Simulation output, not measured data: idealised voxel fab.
This is a process module. Its name is voxel wiring stack.
The cross-section on display is named cut; it measures 265 nm wide, and its cells are 5 nm squares.
Reading order for cross-sections: top band down to bottom band. Underlying form: a grid of square cells. Band size: one or more rows of cells.
Heights first: top, then bottom, in nm. Then materials, left to right, each with a width in nm. "full width" on a single material: fills the band edge to edge. "air": empty space.
Height is counted from the level 0, under which the received wafer is composed throughout of one material. The lowest of the bands is not closed at the bottom but continues downward, in the notation "0 and below".
The notation "30..40" denotes a width that varies across the rows of cells in the band, beginning at the first number in the top row, finishing at the second number in the bottom row, and changing by an identical amount from each row to the next.
Step marked "nothing got changed"? Then no cell in the cross-section changed in it.
This entry, "Sealed voids", enumerates those empty regions of no fewer than 8 cells that possess no open connection to the top. Each region is reported in the form width x height at distance, the distance being taken from the left edge, with all three quantities expressed in nm.
after a step's settings: what the simulator itself notes on the step
Among the settings permitted on a step's line is "overlay nm"; applied to a step with a mask, it specifies the extent to which the mask lay to the right of its planned position, whereas a negative figure signifies a position to the left.
Intended process steps:
step 1: RECEIVE (material Si)
step 2: CONFORMAL_DEP (material SiO2; thk nm 10)
step 3: CONFORMAL_DEP (material SiCN; thk nm 5)
step 4: DIRECTIONAL_DEP (material lowk; thk nm 20)
step 5: DIRECTIONAL_DEP (material aC; thk nm 15)
step 6: PATTERN (tone open; mask id METAL_1; material resist; width nm 20; pitch nm 45; thk nm 35; overlay nm 0)
step 7: DIRECTIONAL_ETCH (etch materials aC; depth nm 15)
step 8: STRIP (etch materials resist)
step 9: DIRECTIONAL_ETCH (etch materials lowk; depth nm 20)
step 10: DIRECTIONAL_ETCH (etch materials SiCN; depth nm 5)
step 11: STRIP (etch materials aC)
step 12: CONFORMAL_DEP (material TiN; thk nm 5)
step 13: FILL_DEP (material Cu; thk nm 10)
step 14: CMP (height nm 35)
step 15: EPI (material Ru; thk nm 5)
step 16: FILL_DEP (material SiCN; thk nm 5)
step 17: DIRECTIONAL_DEP (material lowk; thk nm 10)
step 18: MASKED_ETCH (tone open; mask id PLUG_1; width nm 15; pitch nm 45; etch materials lowk; depth nm 10; overlay nm 0)
step 19: MASKED_ETCH (tone open; mask id PLUG_1; width nm 15; pitch nm 45; etch materials SiCN; depth nm 5; overlay nm 0)
step 20: CONFORMAL_DEP (material TiN; thk nm 5)
step 21: FILL_DEP (material Cu; thk nm 5)
step 22: CMP (height nm 55)
step 23: CONFORMAL_DEP (material SiCN; thk nm 5)
step 24: DIRECTIONAL_DEP (material lowk; thk nm 25)
step 25: MASKED_ETCH (tone open; mask id METAL_2; width nm 20; pitch nm 45; etch materials lowk; depth nm 25; overlay nm 0)
step 26: MASKED_ETCH (tone open; mask id METAL_2; width nm 20; pitch nm 45; etch materials SiCN; depth nm 5; overlay nm 0)
step 27: CONFORMAL_DEP (material TiN; thk nm 5)
step 28: FILL_DEP (material Cu; thk nm 10)
step 29: CMP (height nm 85)
step 30: CONFORMAL_DEP (material SiCN; thk nm 5)
step 31: DIRECTIONAL_DEP (material lowk; thk nm 10)
step 32: PATTERN (tone open; mask id PLUG_2; material resist; width nm 15; pitch nm 45; thk nm 20; overlay nm 0)
step 33: DIRECTIONAL_ETCH (etch materials lowk; depth nm 10)
step 34: DIRECTIONAL_ETCH (etch materials SiCN; depth nm 5)
step 35: STRIP (etch materials resist)
step 36: CONFORMAL_DEP (material TiN; thk nm 5)
step 37: FILL_DEP (material W; thk nm 10)
step 38: CMP (height nm 100)
step 39: DIRECTIONAL_DEP (material TiN; thk nm 5)
step 40: DIRECTIONAL_DEP (material Ru; thk nm 20)
step 41: MASKED_ETCH (tone cover; mask id METAL_3; width nm 20; pitch nm 45; etch materials Ru; depth nm 20; overlay nm 0)
step 42: MASKED_ETCH (tone cover; mask id METAL_3; width nm 20; pitch nm 45; etch materials TiN; depth nm 5; overlay nm 0)
step 43: CONFORMAL_DEP (material SiN; thk nm 5)
step 44: FILL_DEP (material lowk; thk nm 5)
step 45: CMP (height nm 125)
step 46: CONFORMAL_DEP (material SiCN; thk nm 5)
step 47: DIRECTIONAL_DEP (material lowk; thk nm 20)
step 48: DIRECTIONAL_DEP (material aC; thk nm 15)
step 49: PATTERN (tone open; mask id PLUG_3; material resist; width nm 15; thk nm 30; overlay nm 0)
step 50: DIRECTIONAL_ETCH (etch materials aC; depth nm 15)
step 51: STRIP (etch materials resist)
step 52: DIRECTIONAL_ETCH (etch materials lowk; depth nm 20)
step 53: DIRECTIONAL_ETCH (etch materials SiCN; depth nm 5)
step 54: STRIP (etch materials aC)
step 55: CONFORMAL_DEP (material TiN; thk nm 5)
step 56: FILL_DEP (material W; thk nm 10)
step 57: CMP (height nm 150)
step 58: CONFORMAL_DEP (material SiN; thk nm 5)
step 59: DIRECTIONAL_DEP (material lowk; thk nm 15)
step 60: PATTERN (tone open; mask id METAL_4; material resist; width nm 20; pitch nm 45; thk nm 15; overlay nm 0)
step 61: DIRECTIONAL_ETCH (etch materials lowk; depth nm 15)
step 62: DIRECTIONAL_ETCH (etch materials SiN; depth nm 5)
step 63: STRIP (etch materials resist)
step 64: CONFORMAL_DEP (material TiN; thk nm 5)
step 65: FILL_DEP (material Cu; thk nm 10)
step 66: CMP (height nm 170)
step 67: CONFORMAL_DEP (material SiCN; thk nm 5)
Cross-section of the incoming wafer, state after step 1:
    0 and below: Si full width
    Sealed voids: none
Starting structure and process plan are as shown above, but one mistake was made in running the module; the wafer cross-section at the end of the module follows:
    175 down to 170: SiO2 full width
    170 down to 155: lowk=100  TiN=5  Cu=10  TiN=5  lowk=25  TiN=5  Cu=10  TiN=5  lowk=100
    155 down to 150: SiN=100  TiN=20  SiN=25  TiN=20  SiN=100
    150 down to 130: lowk=100  TiN=5  W=5  TiN=5  lowk=150
    130 down to 125: SiCN=100  TiN=15  SiCN=150
    125 down to 105: lowk=95  SiN=5  Ru=20  SiN=5  lowk=15  SiN=5  Ru=20  SiN=5  lowk=95
    105 down to 100: SiN=100  TiN=20  SiN=25  TiN=20  SiN=100
    100 down to 90: lowk=100  TiN=5  W=5  TiN=5  lowk=30  TiN=5  W=5  TiN=5  lowk=105
    90 down to 85: SiCN=100  TiN=15  SiCN=30  TiN=15  SiCN=105
    85 down to 60: lowk=100  TiN=5  Cu=10  TiN=5  lowk=25  TiN=5  Cu=10  TiN=5  lowk=100
    60 down to 55: SiCN=100  TiN=20  SiCN=25  TiN=20  SiCN=100
    55 down to 45: lowk=100  TiN=5  Cu=5  TiN=5  lowk=30  TiN=5  Cu=5  TiN=5  lowk=105
    45 down to 40: SiCN=100  TiN=15  SiCN=30  TiN=15  SiCN=105
    40 down to 35: SiCN=95  Ru=30  SiCN=15  Ru=30  SiCN=95
    35 down to 15: lowk=100  TiN=5  Cu=10  TiN=5  lowk=25  TiN=5  Cu=10  TiN=5  lowk=100
    15 down to 10: SiCN=100  TiN=20  SiCN=25  TiN=20  SiCN=100
    10 down to 0: SiO2 full width
    0 and below: Si full width
    Sealed voids: none
In executing the process, a mistake was made relative to the plan: in deviation from the planned setting, step 67 was conducted as CONFORMAL_DEP (material SiO2; thk nm 5)
